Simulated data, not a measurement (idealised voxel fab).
process module | voxel self aligned contacts
cross-section cut | 230 nm wide | cells 5 nm
A cross-section is a grid of square cells, given in bands from the top down. A band is one or more rows of cells.
Each band's line starts with the height of the band's top and of its bottom, in nm. Then come its materials from left to right, each with its width in nm. One material with "throughout" fills the band from edge to edge. "air" is empty space.
Height 0 is the level under which the wafer as received is all one material. The lowest band goes on downwards, as in "0 down".
A width such as "30 to 40" changes by the same amount from each row of cells to the next, from the band's top row to its bottom row.
"no change" after a step means that no cell of the cross-section changed.
closed voids: empty space of 8 cells or more with no open way to the top, each as width x height at its distance from the left edge, in nm
after a step's settings: what the simulator itself notes on the step
overlay nm, on a step with a mask: how far to the right of its planned place the mask lay; to the left if negative
plan
1 op RECEIVE | material Si
2 op CONFORMAL_DEP | material SiO2 | thk nm 5
3 op DIRECTIONAL_DEP | material polySi | thk nm 25
4 op DIRECTIONAL_DEP | material SiN | thk nm 15
5 op DIRECTIONAL_DEP | material aC | thk nm 10
6 op PATTERN | tone cover | mask id GATE | material resist | width nm 35 | pitch nm 60 | thk nm 25 | overlay nm 0
7 op DIRECTIONAL_ETCH | etch materials aC | depth nm 10
8 op STRIP | etch materials resist
9 op DIRECTIONAL_ETCH | etch materials SiN | depth nm 15
10 op DIRECTIONAL_ETCH | etch materials polySi | depth nm 25
11 op STRIP | etch materials aC
12 op CONFORMAL_DEP | material SiN | thk nm 5
13 op DIRECTIONAL_ETCH | etch materials SiN | depth nm 5
14 op FILL_DEP | material SiO2 | thk nm 20
15 op CMP | height nm 55
16 op PATTERN | tone open | mask id CONTACT | material resist | width nm 35 | pitch nm 60 | thk nm 15 | overlay nm 0
17 op DIRECTIONAL_ETCH | etch materials SiO2 | depth nm 55
18 op STRIP | etch materials resist
19 op CONFORMAL_DEP | material TiN | thk nm 5
20 op FILL_DEP | material Ru | thk nm 5
21 op CMP | height nm 55
22 op CONFORMAL_DEP | material SiN | thk nm 5
as received, after step 1
  0 down: Si throughout
  closed voids: none
first wafer at the end, as planned
  60 to 55: SiN throughout
  55 to 45: SiO2 65 | TiN 5 to 15 | Ru 25 to 5 | TiN 5 to 15 | SiO2 25 | TiN 5 to 15 | Ru 25 to 5 | TiN 5 to 15 | SiO2 70
  45 to 30: SiO2 30 | SiN 45 | TiN 5 | Ru 5 | TiN 5 | SiN 45 | TiN 5 | Ru 5 | TiN 5 | SiN 45 | SiO2 35
  30 to 5: SiO2 30 | SiN 5 | polySi 35 | SiN 5 | TiN 5 | Ru 5 | TiN 5 | SiN 5 | polySi 35 | SiN 5 | TiN 5 | Ru 5 | TiN 5 | SiN 5 | polySi 35 | SiN 5 | SiO2 35
  5 to 0: SiO2 75 | TiN 15 | SiO2 45 | TiN 15 | SiO2 80
  0 down: Si throughout
  closed voids: none
second wafer at the end: like start, like plan, one mistake
  60 to 55: SiN throughout
  55 to 45: SiO2 65 | TiN 5 to 15 | Ru 25 to 5 | TiN 5 to 15 | SiO2 25 | TiN 5 to 15 | Ru 25 to 5 | TiN 5 to 15 | SiO2 70
  45 to 25: SiO2 30 | SiN 5 | polySi 35 | SiN 5 | TiN 5 | Ru 5 | TiN 5 | SiN 5 | polySi 35 | SiN 5 | TiN 5 | Ru 5 | TiN 5 | SiN 5 | polySi 35 | SiN 5 | SiO2 35
  25 to 20: SiO2 30 | SiN 5 | polySi 35 | SiN 5 | TiN 15 | SiN 5 | polySi 35 | SiN 5 | TiN 15 | SiN 5 | polySi 35 | SiN 5 | SiO2 35
  20 to 5: polySi throughout
  5 to 0: SiO2 throughout
  0 down: Si throughout
  closed voids: none
what went wrong: step 4 ran as: op DIRECTIONAL_DEP | material polySi | thk nm 15
at the end the second wafer has, in cells: 8 fewer of Ru | 81 fewer of SiN | 33 fewer of SiO2 | 16 fewer of TiN | 138 more of polySi
